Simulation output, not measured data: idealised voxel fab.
process module | voxel wiring stack
cross-section cut | 225 nm wide | cells 5 nm
A cross-section is a grid of square cells, given in bands from the top down. A band is one or more rows of cells.
Each band's line starts with the height of the band's top and of its bottom, in nm. Then come its materials from left to right, each with its width in nm. One material with "throughout" fills the band from edge to edge. "air" is empty space.
Height 0 is the level under which the wafer as received is all one material. The lowest band goes on downwards, as in "0 down".
A width such as "30 to 40" changes by the same amount from each row of cells to the next, from the band's top row to its bottom row.
"no change" after a step means that no cell of the cross-section changed.
closed voids: empty space of 8 cells or more with no open way to the top, each as width x height at its distance from the left edge, in nm
after a step's settings: what the simulator itself notes on the step
overlay nm, on a step with a mask: how far to the right of its planned place the mask lay; to the left if negative
plan
1 op RECEIVE | material Si
2 op CONFORMAL_DEP | material SiO2 | thk nm 10
3 op DIRECTIONAL_DEP | material TiN | thk nm 5
4 op DIRECTIONAL_DEP | material Ru | thk nm 15
5 op PATTERN | tone cover | mask id METAL_1 | material resist | width nm 25 | pitch nm 45 | thk nm 20 | overlay nm 0
6 op DIRECTIONAL_ETCH | etch materials Ru | depth nm 15
7 op DIRECTIONAL_ETCH | etch materials TiN | depth nm 5
8 op STRIP | etch materials resist
9 op FILL_DEP | material lowk | thk nm 5
10 op CMP | height nm 30
11 op CONFORMAL_DEP | material SiCN | thk nm 5
12 op DIRECTIONAL_DEP | material lowk | thk nm 30
13 op MASKED_ETCH | tone open | mask id METAL_2_HOLES | width nm 15 | pitch nm 45 | etch materials lowk | depth nm 30 | overlay nm 0
14 op MASKED_ETCH | tone open | mask id METAL_2 | width nm 25 | pitch nm 45 | etch materials lowk | depth nm 20 | overlay nm 0
15 op MASKED_ETCH | tone open | mask id METAL_2 | width nm 25 | pitch nm 45 | etch materials SiCN | depth nm 5 | overlay nm 0
16 op CONFORMAL_DEP | material TiN | thk nm 5
17 op FILL_DEP | material Cu | thk nm 5
18 op CMP | height nm 65
19 op CONFORMAL_DEP | material SiN | thk nm 5
first wafer, as planned
as received, after step 1
  0 down: Si throughout
  closed voids: none
after step 2
  10 to 0: SiO2 throughout
  below 0: unchanged
after step 3
  15 to 10: TiN throughout
  below 10: unchanged
after step 4
  30 to 15: Ru throughout
  below 15: unchanged
after step 5
  50 to 30: air 55 | resist 25 | air 20 | resist 25 | air 20 | resist 25 | air 55
  below 30: unchanged
after step 6
  50 to 30: air 55 | resist 25 | air 20 | resist 25 | air 20 | resist 25 | air 55
  30 to 15: air 55 | Ru 25 | air 20 | Ru 25 | air 20 | Ru 25 | air 55
  below 15: unchanged
after step 7
  50 to 30: air 55 | resist 25 | air 20 | resist 25 | air 20 | resist 25 | air 55
  30 to 15: air 55 | Ru 25 | air 20 | Ru 25 | air 20 | Ru 25 | air 55
  15 to 10: air 55 | TiN 25 | air 20 | TiN 25 | air 20 | TiN 25 | air 55
  below 10: unchanged
after step 8
  30 to 15: air 55 | Ru 25 | air 20 | Ru 25 | air 20 | Ru 25 | air 55
  below 15: unchanged
after step 9
  35 to 30: lowk throughout
  30 to 15: lowk 55 | Ru 25 | lowk 20 | Ru 25 | lowk 20 | Ru 25 | lowk 55
  15 to 10: lowk 55 | TiN 25 | lowk 20 | TiN 25 | lowk 20 | TiN 25 | lowk 55
  below 10: unchanged
after step 10
  30 to 15: lowk 55 | Ru 25 | lowk 20 | Ru 25 | lowk 20 | Ru 25 | lowk 55
  below 15: unchanged
after step 11
  35 to 30: SiCN throughout
  below 30: unchanged
after step 12
  65 to 35: lowk throughout
  below 35: unchanged
after step 13
  65 to 35: lowk 55 | air 15 | lowk 30 | air 15 | lowk 30 | air 15 | lowk 65
  below 35: unchanged
after step 14
  65 to 45: lowk 55 | air 25 | lowk 20 | air 25 | lowk 20 | air 25 | lowk 55
  below 45: unchanged
after step 15
  65 to 45: lowk 55 | air 25 | lowk 20 | air 25 | lowk 20 | air 25 | lowk 55
  45 to 35: lowk 55 | air 15 | lowk 30 | air 15 | lowk 30 | air 15 | lowk 65
  35 to 30: SiCN 55 | air 15 | SiCN 30 | air 15 | SiCN 30 | air 15 | SiCN 65
  below 30: unchanged
after step 16
  70 to 65: TiN 60 | air 15 | TiN 30 | air 15 | TiN 30 | air 15 | TiN 60
  65 to 50: lowk 55 | TiN 5 | air 15 | TiN 5 | lowk 20 | TiN 5 | air 15 | TiN 5 | lowk 20 | TiN 5 | air 15 | TiN 5 | lowk 55
  50 to 45: lowk 55 | TiN 5 | air 5 | TiN 15 | lowk 20 | TiN 5 | air 5 | TiN 15 | lowk 20 | TiN 5 | air 5 | TiN 15 | lowk 55
  45 to 35: lowk 55 | TiN 5 | air 5 | TiN 5 | lowk 30 | TiN 5 | air 5 | TiN 5 | lowk 30 | TiN 5 | air 5 | TiN 5 | lowk 65
  35 to 30: SiCN 55 | TiN 15 | SiCN 30 | TiN 15 | SiCN 30 | TiN 15 | SiCN 65
  below 30: unchanged
after step 17
  75 to 70: Cu throughout
  70 to 65: TiN 60 | Cu 15 | TiN 30 | Cu 15 | TiN 30 | Cu 15 | TiN 60
  65 to 50: lowk 55 | TiN 5 | Cu 15 | TiN 5 | lowk 20 | TiN 5 | Cu 15 | TiN 5 | lowk 20 | TiN 5 | Cu 15 | TiN 5 | lowk 55
  50 to 45: lowk 55 | TiN 5 | Cu 5 | TiN 15 | lowk 20 | TiN 5 | Cu 5 | TiN 15 | lowk 20 | TiN 5 | Cu 5 | TiN 15 | lowk 55
  45 to 35: lowk 55 | TiN 5 | Cu 5 | TiN 5 | lowk 30 | TiN 5 | Cu 5 | TiN 5 | lowk 30 | TiN 5 | Cu 5 | TiN 5 | lowk 65
  below 35: unchanged
after step 18
  65 to 50: lowk 55 | TiN 5 | Cu 15 | TiN 5 | lowk 20 | TiN 5 | Cu 15 | TiN 5 | lowk 20 | TiN 5 | Cu 15 | TiN 5 | lowk 55
  below 50: unchanged
after step 19
  70 to 65: SiN throughout
  below 65: unchanged
second wafer: like start, like plan, one mistake. Through step 2 it matches the first wafer
when step 3 should have ended
  25 to 10: Ru throughout
  below 10: unchanged
when step 4 should have ended
  30 to 25: TiN throughout
  below 25: unchanged
when step 5 should have ended
  50 to 30: air 55 | resist 25 | air 20 | resist 25 | air 20 | resist 25 | air 55
  below 30: unchanged
when step 6 should have ended: no change
when step 7 should have ended
  50 to 30: air 55 | resist 25 | air 20 | resist 25 | air 20 | resist 25 | air 55
  30 to 25: air 55 | TiN 25 | air 20 | TiN 25 | air 20 | TiN 25 | air 55
  below 25: unchanged
when step 8 should have ended
  30 to 25: air 55 | TiN 25 | air 20 | TiN 25 | air 20 | TiN 25 | air 55
  below 25: unchanged
when step 9 should have ended
  35 to 30: lowk throughout
  30 to 25: lowk 55 | TiN 25 | lowk 20 | TiN 25 | lowk 20 | TiN 25 | lowk 55
  below 25: unchanged
when step 10 should have ended
  30 to 25: lowk 55 | TiN 25 | lowk 20 | TiN 25 | lowk 20 | TiN 25 | lowk 55
  below 25: unchanged
when step 11 should have ended
  35 to 30: SiCN throughout
  below 30: unchanged
when step 12 should have ended
  65 to 35: lowk throughout
  below 35: unchanged
when step 13 should have ended
  65 to 35: lowk 55 | air 15 | lowk 30 | air 15 | lowk 30 | air 15 | lowk 65
  below 35: unchanged
when step 14 should have ended
  65 to 45: lowk 55 | air 25 | lowk 20 | air 25 | lowk 20 | air 25 | lowk 55
  below 45: unchanged
when step 15 should have ended
  65 to 45: lowk 55 | air 25 | lowk 20 | air 25 | lowk 20 | air 25 | lowk 55
  45 to 35: lowk 55 | air 15 | lowk 30 | air 15 | lowk 30 | air 15 | lowk 65
  35 to 30: SiCN 55 | air 15 | SiCN 30 | air 15 | SiCN 30 | air 15 | SiCN 65
  below 30: unchanged
when step 16 should have ended
  70 to 65: TiN 60 | air 15 | TiN 30 | air 15 | TiN 30 | air 15 | TiN 60
  65 to 50: lowk 55 | TiN 5 | air 15 | TiN 5 | lowk 20 | TiN 5 | air 15 | TiN 5 | lowk 20 | TiN 5 | air 15 | TiN 5 | lowk 55
  50 to 45: lowk 55 | TiN 5 | air 5 | TiN 15 | lowk 20 | TiN 5 | air 5 | TiN 15 | lowk 20 | TiN 5 | air 5 | TiN 15 | lowk 55
  45 to 35: lowk 55 | TiN 5 | air 5 | TiN 5 | lowk 30 | TiN 5 | air 5 | TiN 5 | lowk 30 | TiN 5 | air 5 | TiN 5 | lowk 65
  35 to 30: SiCN 55 | TiN 15 | SiCN 30 | TiN 15 | SiCN 30 | TiN 15 | SiCN 65
  below 30: unchanged
when step 17 should have ended
  75 to 70: Cu throughout
  70 to 65: TiN 60 | Cu 15 | TiN 30 | Cu 15 | TiN 30 | Cu 15 | TiN 60
  65 to 50: lowk 55 | TiN 5 | Cu 15 | TiN 5 | lowk 20 | TiN 5 | Cu 15 | TiN 5 | lowk 20 | TiN 5 | Cu 15 | TiN 5 | lowk 55
  50 to 45: lowk 55 | TiN 5 | Cu 5 | TiN 15 | lowk 20 | TiN 5 | Cu 5 | TiN 15 | lowk 20 | TiN 5 | Cu 5 | TiN 15 | lowk 55
  45 to 35: lowk 55 | TiN 5 | Cu 5 | TiN 5 | lowk 30 | TiN 5 | Cu 5 | TiN 5 | lowk 30 | TiN 5 | Cu 5 | TiN 5 | lowk 65
  below 35: unchanged
when step 18 should have ended
  65 to 50: lowk 55 | TiN 5 | Cu 15 | TiN 5 | lowk 20 | TiN 5 | Cu 15 | TiN 5 | lowk 20 | TiN 5 | Cu 15 | TiN 5 | lowk 55
  below 50: unchanged
when step 19 should have ended
  70 to 65: SiN throughout
  below 65: unchanged
what went wrong: steps 3 and 4 were swapped
at the end the second wafer has, in cells: 90 more of Ru | 90 fewer of lowk
